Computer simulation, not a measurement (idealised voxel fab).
process module | voxel wiring stack
cross-section cut | 140 nm wide | cells 5 nm
A cross-section is a grid of square cells, given in bands from the top down. A band is one or more rows of cells.
Each band's line starts with the height of the band's top and of its bottom, in nm. Then come its materials from left to right, each with its width in nm. One material with "throughout" fills the band from edge to edge. "air" is empty space.
Height 0 is the level under which the wafer as received is all one material. The lowest band goes on downwards, as in "0 down".
A width such as "30 to 40" changes by the same amount from each row of cells to the next, from the band's top row to its bottom row.
"no change" after a step means that no cell of the cross-section changed.
closed voids: empty space of 8 cells or more with no open way to the top, each as width x height at its distance from the left edge, in nm
after a step's settings: what the simulator itself notes on the step
overlay nm, on a step with a mask: how far to the right of its planned place the mask lay; to the left if negative
plan
1 op RECEIVE | material Si
2 op CONFORMAL_DEP | material SiO2 | thk nm 10
3 op CONFORMAL_DEP | material SiN | thk nm 5
4 op DIRECTIONAL_DEP | material lowk | thk nm 15
5 op PATTERN | tone open | mask id METAL_1 | material resist | width nm 30 | pitch nm 50 | thk nm 20 | overlay nm 0
6 op DIRECTIONAL_ETCH | etch materials lowk | depth nm 15
7 op DIRECTIONAL_ETCH | etch materials SiN | depth nm 5
8 op STRIP | etch materials resist
9 op CONFORMAL_DEP | material TiN | thk nm 5
10 op FILL_DEP | material Cu | thk nm 5
11 op CMP | height nm 30
12 op CONFORMAL_DEP | material SiCN | thk nm 5
13 op DIRECTIONAL_DEP | material SiO2 | thk nm 30
14 op MASKED_ETCH | tone open | mask id METAL_2_HOLES | width nm 15 | pitch nm 50 | etch materials SiO2 | depth nm 30 | overlay nm 0
15 op DIRECTIONAL_DEP | material aC | thk nm 15
16 op PATTERN | tone open | mask id METAL_2 | material resist | width nm 30 | pitch nm 50 | thk nm 30 | overlay nm 0
17 op DIRECTIONAL_ETCH | etch materials aC | depth nm 15
18 op STRIP | etch materials resist
19 op DIRECTIONAL_ETCH | etch materials SiO2 | depth nm 15
20 op DIRECTIONAL_ETCH | etch materials SiCN | depth nm 5
21 op STRIP | etch materials aC
22 op CONFORMAL_DEP | material TiN | thk nm 5
23 op FILL_DEP | material Cu | thk nm 5
24 op CMP | height nm 65
25 op CONFORMAL_DEP | material SiCN | thk nm 5
26 op DIRECTIONAL_DEP | material lowk | thk nm 10
27 op PATTERN | tone open | mask id PLUG_2 | material resist | width nm 15 | pitch nm 50 | thk nm 15 | overlay nm 0
28 op DIRECTIONAL_ETCH | etch materials lowk | depth nm 10
29 op DIRECTIONAL_ETCH | etch materials SiCN | depth nm 5
30 op STRIP | etch materials resist
31 op EPI | material Ru | thk nm 10
32 op EPI | material Ru | thk nm 5
33 op CONFORMAL_DEP | material SiCN | thk nm 5
34 op DIRECTIONAL_DEP | material lowk | thk nm 15
35 op PATTERN | tone open | mask id METAL_3 | material resist | width nm 30 | pitch nm 50 | thk nm 20 | overlay nm 0
36 op DIRECTIONAL_ETCH | etch materials lowk | depth nm 15
37 op DIRECTIONAL_ETCH | etch materials SiCN | depth nm 5
38 op STRIP | etch materials resist
39 op CONFORMAL_DEP | material TiN | thk nm 5
40 op FILL_DEP | material Ru | thk nm 5
41 op CMP | height nm 100
42 op EPI | material Ru | thk nm 5
43 op FILL_DEP | material SiCN | thk nm 5
44 op DIRECTIONAL_DEP | material lowk | thk nm 30
45 op PATTERN | tone open | mask id METAL_4_HOLES | material resist | width nm 15 | thk nm 20 | overlay nm 0
46 op DIRECTIONAL_ETCH | etch materials lowk | depth nm 30
47 op STRIP | etch materials resist
48 op PATTERN | tone open | mask id METAL_4 | material resist | width nm 30 | pitch nm 50 | thk nm 15 | overlay nm 0
49 op DIRECTIONAL_ETCH | etch materials lowk | depth nm 15
50 op DIRECTIONAL_ETCH | etch materials SiCN | depth nm 5
51 op STRIP | etch materials resist
52 op CONFORMAL_DEP | material TiN | thk nm 5
53 op FILL_DEP | material Cu | thk nm 10
54 op CMP | height nm 140
55 op CONFORMAL_DEP | material SiN | thk nm 5
as received, after step 1
  0 down: Si throughout
  closed voids: none
a wafer at the end: this start, this plan, one mistake
  145 to 140: SiN throughout
  140 to 130: lowk 30 | TiN 5 | Cu 20 | TiN 5 | lowk 20 | TiN 5 | Cu 20 | TiN 5 | lowk 30
  130 to 125: lowk 30 | TiN 5 | Cu 5 | TiN 20 | lowk 20 | TiN 30 | lowk 30
  125 to 110: lowk 30 | TiN 5 | Cu 5 | TiN 5 | lowk 95
  110 to 105: SiCN 30 | TiN 15 | SiCN 95
  105 to 100: SiCN 25 | Ru 40 | SiCN 10 | Ru 40 | SiCN 25
  100 to 85: lowk 30 | TiN 5 | Ru 20 | TiN 5 | lowk 20 | TiN 5 | Ru 20 | TiN 5 | lowk 30
  85 to 80: SiCN 30 | TiN 30 | SiCN 20 | TiN 30 | SiCN 30
  80 to 70: lowk 30 | Ru 15 | lowk 35 | Ru 15 | lowk 45
  70 to 65: SiCN 30 | Ru 15 | SiCN 35 | Ru 15 | SiCN 45
  65 to 55: SiO2 30 | TiN 5 | Cu 20 | TiN 5 | SiO2 20 | TiN 5 | Cu 20 | TiN 5 | SiO2 30
  55 to 50: SiO2 30 | TiN 5 | Cu 5 | TiN 20 | SiO2 20 | TiN 5 | Cu 5 | TiN 20 | SiO2 30
  50 to 35: SiO2 30 | TiN 5 | Cu 5 | TiN 5 | SiO2 35 | TiN 5 | Cu 5 | TiN 5 | SiO2 45
  35 to 30: SiCN 30 | TiN 15 | SiCN 35 | TiN 15 | SiCN 45
  30 to 20: lowk 30 | TiN 5 | Cu 20 | TiN 5 | lowk 20 | TiN 5 | Cu 20 | TiN 5 | lowk 30
  20 to 15: lowk 30 | TiN 30 | lowk 20 | TiN 30 | lowk 30
  15 to 5: SiO2 throughout
  5 to 0: SiN throughout
  0 down: Si throughout
  closed voids: none
what went wrong: steps 2 and 3 were swapped
